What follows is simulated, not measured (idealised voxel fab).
Name of the process module below: voxel fin reveal
Pictured: cross-section cut, 250 nm wide, on a grid of 5 nm square cells.
Format of a cross-section: grid, square cells. Given as bands. Order: top down. Band: one or more rows of cells.
Basically the band line says how high the top is and how high the bottom is, in nm, and then what's in it from left to right, every material with its width in nm. Empty space shows up as "blank", and if a single material carries "throughout" it runs the full band edge to edge.
Counting heights begins at 0, where everything beneath is, in the wafer as received, one material. The lowest band has no bottom; it goes on downwards, as "0..down" shows.
The notation "30->40" denotes a width that varies across the rows of cells in the band, beginning at the first number in the top row, finishing at the second number in the bottom row, and changing by an identical amount from each row to the next.
Where the words "all unchanged" appear for a step, the cross-section shows no cell changed by that step; every cell remained as before.
Voids not open to the top, 8 cells minimum: see "Unvented voids". Written width x height at distance; distance is from the left edge; nm.
Step line, after settings: the simulator's comment on this step.
On any step carrying a mask, the "overlay nm" setting, if present on the step's line, tells how far right of its planned place the mask lay; negative values point to the left.

Planned step list for the process
1: RECEIVE, material Si
2: CONFORMAL_DEP, material SiN, thk nm 10
3: DIRECTIONAL_DEP, material aC, thk nm 10
4: PATTERN, tone cover, mask id FINS, material resist, width nm 15, pitch nm 40, thk nm 25, overlay nm 0
5: DIRECTIONAL_ETCH, etch materials aC, depth nm 10
6: STRIP, etch materials resist
7: DIRECTIONAL_ETCH, etch materials SiN, depth nm 10
8: DIRECTIONAL_ETCH, etch materials Si, depth nm 40
9: STRIP, etch materials aC
10: OXIDIZE, depth nm 5
11: FILL_DEP, material SiO2, thk nm 15
12: CMP, height nm 10
13: SELECTIVE_ETCH, etch materials SiO2, depth nm 20
14: STRIP, etch materials SiN

The following pertains to the first of two wafers, which was processed as planned

Wafer at receipt (post step 1), cross-section
	0..down: Si throughout
	Unvented voids: none

Cross-section through the wafer, step 2 finished
	10..0: SiN throughout
	Whatever lies below 0 is exactly as it was before.

Cross-section through the wafer, step 3 finished
	20..10: aC throughout
	Whatever lies below 10 is exactly as it was before.

Cross-section through the wafer, step 4 finished
	45..20: 95 blank; 15 resist; 25 blank; 15 resist; 100 blank
	Whatever lies below 20 is exactly as it was before.

Cross-section through the wafer, step 5 finished
	35..20: 95 blank; 15 resist; 25 blank; 15 resist; 100 blank
	20..10: 95 blank; 15 aC; 25 blank; 15 aC; 100 blank
	Whatever lies below 10 is exactly as it was before.

Cross-section through the wafer, step 6 finished
	20..10: 95 blank; 15 aC; 25 blank; 15 aC; 100 blank
	Whatever lies below 10 is exactly as it was before.

Cross-section through the wafer, step 7 finished
	20..10: 95 blank; 15 aC; 25 blank; 15 aC; 100 blank
	10..0: 95 blank; 15 SiN; 25 blank; 15 SiN; 100 blank
	Whatever lies below 0 is exactly as it was before.

Cross-section through the wafer, step 8 finished
	20..10: 95 blank; 15 aC; 25 blank; 15 aC; 100 blank
	10..0: 95 blank; 15 SiN; 25 blank; 15 SiN; 100 blank
	0..-40: 95 blank; 15 Si; 25 blank; 15 Si; 100 blank
	Whatever lies below -40 is exactly as it was before.

Cross-section through the wafer, step 9 finished
	10..0: 95 blank; 15 SiN; 25 blank; 15 SiN; 100 blank
	Whatever lies below 0 is exactly as it was before.

Cross-section through the wafer, step 10 finished
	10..0: 95 blank; 15 SiN; 25 blank; 15 SiN; 100 blank
	0..-40: 95 blank; 5 SiO2; 5 Si; 5 SiO2; 25 blank; 5 SiO2; 5 Si; 5 SiO2; 100 blank
	-40..-45: 100 SiO2; 5 Si; 35 SiO2; 5 Si; 105 SiO2
	Whatever lies below -45 is exactly as it was before.

Cross-section through the wafer, step 11 finished
	25..10: SiO2 throughout
	10..0: 95 SiO2; 15 SiN; 25 SiO2; 15 SiN; 100 SiO2
	0..-45: 100 SiO2; 5 Si; 35 SiO2; 5 Si; 105 SiO2
	Whatever lies below -45 is exactly as it was before.

Cross-section through the wafer, step 12 finished
	10..0: 95 SiO2; 15 SiN; 25 SiO2; 15 SiN; 100 SiO2
	Whatever lies below 0 is exactly as it was before.

Cross-section through the wafer, step 13 finished
	10..0: 95 blank; 15 SiN; 25 blank; 15 SiN; 100 blank
	0..-10: 100 blank; 5 Si; 35 blank; 5 Si; 105 blank
	Whatever lies below -10 is exactly as it was before.

Cross-section through the wafer, step 14 finished
	0..-10: 100 blank; 5 Si; 35 blank; 5 Si; 105 blank
	Whatever lies below -10 is exactly as it was before.

Here the second wafer is described. Its start and its plan were those of the first wafer. Its run contained one mistake. Up to and including step 12, it did exactly what the first wafer did

Cross-section: second wafer, time at which step 13 was scheduled to end
	10..0: 95 blank; 15 SiN; 25 blank; 15 SiN; 100 blank
	0..-30: 100 blank; 5 Si; 35 blank; 5 Si; 105 blank
	Whatever lies below -30 is exactly as it was before.

Cross-section: second wafer, time at which step 14 was scheduled to end
	0..-30: 100 blank; 5 Si; 35 blank; 5 Si; 105 blank
	Whatever lies below -30 is exactly as it was before.
Nonconformance to the process plan: twice over, step 13 of the plan was run
The final cell counts differ between the wafers, with the second having more or fewer of some materials than the first: -192 SiO2
